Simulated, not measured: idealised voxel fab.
Title: Process Module voxel capacitor over wiring
Cross-section cut spans 220 nm and uses square cells 5 nm in size.
A cross-section is written here as square cells arranged in a grid, and it is given in bands from the top down, each band taking up one or more rows of cells.
Each band's line starts with the height of the band's top and of its bottom, in nm. Then come its materials from left to right, each with its width in nm. One material with "full width" fills the band from edge to edge. "air" is empty space.
Heights are reckoned from 0. Under this level, the received wafer is all of one material. The bottommost band is open-ended downward, for example "0..down".
A width given as "30->40" starts at the first number in the band's top row and ends at the second number in its bottom row, shifting by an equal amount at every step from row to row.
For the purposes of this document, the phrase "everything unchanged" attached to a step denotes that no cell within the cross-section was modified by that step.
Listed in "Voids, enclosed": every empty space of 8 or more cells without an open way to the top. Form: width x height at distance, the distance being from the left edge, all in nm.
Formally, on a step line, whatever follows the settings is a remark that the simulator itself makes on the step.
overlay nm: how far to the right of its planned place the mask lay on this masked step (negative: to the left).

THE PROCESS STEPS THAT WERE PLANNED ARE LISTED BELOW
- 1: RECEIVE with material Si
- 2: CONFORMAL_DEP with material SiO2, thk nm 10
- 3: DIRECTIONAL_DEP with material TiN, thk nm 5
- 4: DIRECTIONAL_DEP with material W, thk nm 15
- 5: DIRECTIONAL_DEP with material aC, thk nm 10
- 6: PATTERN with tone cover, mask id METAL_1, material resist, width nm 20, pitch nm 70, thk nm 30, overlay nm 0
- 7: DIRECTIONAL_ETCH with etch materials aC, depth nm 10
- 8: STRIP with etch materials resist
- 9: DIRECTIONAL_ETCH with etch materials W, depth nm 15
- 10: DIRECTIONAL_ETCH with etch materials TiN, depth nm 5
- 11: STRIP with etch materials aC
- 12: CONFORMAL_DEP with material SiCN, thk nm 5
- 13: FILL_DEP with material SiO2, thk nm 5
- 14: CMP with height nm 30
- 15: CONFORMAL_DEP with material SiCN, thk nm 5
- 16: DIRECTIONAL_DEP with material SiO2, thk nm 15
- 17: MASKED_ETCH with tone open, mask id PLUG_1, width nm 15, etch materials SiO2, depth nm 15, overlay nm 0
- 18: MASKED_ETCH with tone open, mask id PLUG_1, width nm 15, etch materials SiCN, depth nm 5, overlay nm 0
- 19: CONFORMAL_DEP with material TiN, thk nm 5
- 20: FILL_DEP with material Ru, thk nm 5
- 21: CMP with height nm 50
- 22: DIRECTIONAL_DEP with material TiN, thk nm 10
- 23: DIRECTIONAL_DEP with material HfO2, thk nm 5
- 24: DIRECTIONAL_DEP with material TiN, thk nm 5
- 25: PATTERN with tone cover, mask id UPPER_PLATE, material resist, width nm 55, thk nm 15, overlay nm 0
- 26: DIRECTIONAL_ETCH with etch materials TiN, depth nm 5
- 27: DIRECTIONAL_ETCH with etch materials HfO2, depth nm 5
- 28: STRIP with etch materials resist
- 29: DIRECTIONAL_DEP with material aC, thk nm 10
- 30: PATTERN with tone cover, mask id LOWER_PLATE, material resist, width nm 65, thk nm 25, overlay nm 0
- 31: DIRECTIONAL_ETCH with etch materials aC, depth nm 10
- 32: STRIP with etch materials resist
- 33: DIRECTIONAL_ETCH with etch materials TiN, depth nm 10
- 34: STRIP with etch materials aC
- 35: FILL_DEP with material SiO2, thk nm 15
- 36: CMP with height nm 80
- 37: PATTERN with tone open, mask id PLUG_2, material resist, width nm 15, thk nm 20, overlay nm 0
- 38: DIRECTIONAL_ETCH with etch materials SiO2, depth nm 10
- 39: STRIP with etch materials resist
- 40: CONFORMAL_DEP with material TiN, thk nm 5
- 41: FILL_DEP with material Ru, thk nm 10
- 42: CMP with height nm 80
- 43: CONFORMAL_DEP with material SiN, thk nm 5

WAFER AT RECEIPT (POST STEP 1), CROSS-SECTION
    0..down  Si full width
    Voids, enclosed: none

THE MODULE WAS RUN FROM THE START SHOWN ABOVE USING THE PLAN SHOWN ABOVE, BUT ONE MISTAKE WAS MADE DOING IT; THE RESULTING WAFER CROSS-SECTION IS BELOW
    85..70  SiN full width
    70..65  SiN (70) | TiN (55) | SiN (95)
    65..60  SiN (70) | HfO2 (55) | SiN (95)
    60..50  SiN (65) | TiN (65) | SiN (90)
    50..35  SiO2 (70) | TiN (5) | Ru (5) | TiN (5) | SiO2 (135)
    35..30  SiCN (70) | TiN (15) | SiCN (135)
    30..15  SiO2 (60) | SiCN (5) | W (20) | SiCN (5) | SiO2 (40) | SiCN (5) | W (20) | SiCN (5) | SiO2 (60)
    15..10  SiCN (65) | TiN (20) | SiCN (50) | TiN (20) | SiCN (65)
    10..0  SiO2 full width
    0..down  Si full width
    Voids, enclosed: none
Error vs. plan: step 35 did not happen as planned, as run it was FILL_DEP with material SiN, thk nm 15
